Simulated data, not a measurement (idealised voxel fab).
Name of the process module below: voxel double patterning
Xsec cut, 200 nm wide, square cell size 5 nm.
If you're reading a cross-section in this doc, picture square cells in a grid; it comes to you as bands, top ones listed first down to the bottom, and a band can be one or more rows of cells.
Heads up on the band format: heights come first, top then bottom, in nm. After that it's the materials left to right, each with its width in nm. A single material flagged "everywhere" fills the whole band edge to edge, and "air" means there's empty space there.
The reference from which all heights are counted is 0, the level beneath which the as-received wafer is entirely one material; the lowest band, having no lower bound, proceeds downward and is written after the example "0 down".
Width spec "30 to 40" -> top row of cells at first value, bottom row at second value, equal per-row change in between.
Key: "changes: none" - step with no changed cell in the cross-section.
In the "Fully sealed voids" entry, you get each enclosed empty space of 8 cells or more, one with no open way to the top, written width x height at distance, distance from the left edge, in nm.
Text after the settings on a step's line: the simulator's own remark on that step.
A step line may carry the setting "overlay nm", which, for steps involving a mask, states the distance by which the mask lay to the right of its intended position; negative values denote displacement to the left.

### Planned process steps
| 1 | RECEIVE (material Si) |
| 2 | CONFORMAL_DEP (material SiO2; thk nm 10) |
| 3 | DIRECTIONAL_DEP (material W; thk nm 20) |
| 4 | DIRECTIONAL_DEP (material SiN; thk nm 5) |
| 5 | PATTERN (tone open; mask id FIRST; material resist; width nm 15; pitch nm 50; thk nm 20; overlay nm 0) |
| 6 | DIRECTIONAL_ETCH (etch materials SiN; depth nm 5) |
| 7 | STRIP (etch materials resist) |
| 8 | PATTERN (tone open; mask id SECOND; material resist; width nm 15; pitch nm 50; thk nm 15; overlay nm 0) |
| 9 | DIRECTIONAL_ETCH (etch materials SiN; depth nm 5) |
| 10 | STRIP (etch materials resist) |
| 11 | DIRECTIONAL_ETCH (etch materials W; depth nm 10) |
| 12 | STRIP (etch materials SiN) |
Don't read the plan's depth nm for step 11 as applying to every wafer: that's the first wafer's value, and the wafers differ in it, though they all start identical.

### After step 1, as received: first of several wafers, cross-section
0 down  Si everywhere
Fully sealed voids: none

### Below: a row per wafer. Contents at end of module: for every material, cells gained since receipt (+) or lost since receipt (-); then closed voids
depth nm 10; +80 SiO2; +130 W; Fully sealed voids: none
depth nm 15; +80 SiO2; +115 W; Fully sealed voids: none
depth nm 20; +80 SiO2; +100 W; Fully sealed voids: none
depth nm 25; +80 SiO2; +100 W; Fully sealed voids: none
depth nm 30; +80 SiO2; +100 W; Fully sealed voids: none
depth nm 35; +80 SiO2; +100 W; Fully sealed voids: none
